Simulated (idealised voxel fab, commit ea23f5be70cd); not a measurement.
The process module presented herein is designated voxel lift off.
Xsec cut, 180 nm wide, square cell size 5 nm.
Just so we're on the same page, the cross-sections are grids of square cells, and they're listed out in bands top to bottom, each band one or more rows deep. Band: top height; bottom height; in nm. Then, left to right: material with width in nm, for each material. "everywhere": a single material spanning edge to edge. "air": empty space. The reference from which all heights are counted is 0, the level beneath which the as-received wafer is entirely one material; the lowest band, having no lower bound, proceeds downward and is written after the example "z 0 and below". A width given as "30..40" starts at the first number in the band's top row and ends at the second number in its bottom row, shifting by an equal amount at every step from row to row. "no change" means the step left every cell of the cross-section as it was. Empty spaces without an open route to the top, at least 8 cells in extent, make up the entry "Sealed internal cavities"; each is given as width x height at distance, where the distance is measured from the left edge, and all are in nm. If you see something after the settings on a step's line, that's the simulator's own remark about that step. The setting "overlay nm" may be written on the line of a step. When the step uses a mask, the value reports how far to the right of the planned place the mask lay, and a negative value reports that it lay to the left.

These are the steps we planned for the process:
1,op RECEIVE | material Si
2,op CONFORMAL_DEP | material Al2O3 | thk nm 15
3,op PATTERN | tone open | mask id LINES | material resist | width nm 25 | pitch nm 50 | thk nm 25 | overlay nm 0
4,op DIRECTIONAL_DEP | material Ru | thk nm 10
5,op STRIP | etch materials resist
6,op CONFORMAL_DEP | material SiN | thk nm 5

The cross-section here shows the wafer as received, i.e. in its state after step 1:
z 0 and below  Si everywhere
Sealed internal cavities: none

The following cross-section depicts the wafer upon conclusion of the module. Processing commenced from the starting condition illustrated above and adhered to the plan illustrated above, save for one mistake in execution:
z 35 to 30  air 45  SiN 35  air 15  SiN 35  air 50
z 30 to 25  air 45  SiN 5  Ru 25  SiN 5  air 15  SiN 5  Ru 25  SiN 5  air 50
z 25 to 20  SiN 50  Ru 25  SiN 25  Ru 25  SiN 55
z 20 to 0  Al2O3 everywhere
z 0 and below  Si everywhere
Sealed internal cavities: none
Processing error: heads up, step 2 didn't go per plan, it actually ran as op CONFORMAL_DEP | material Al2O3 | thk nm 20
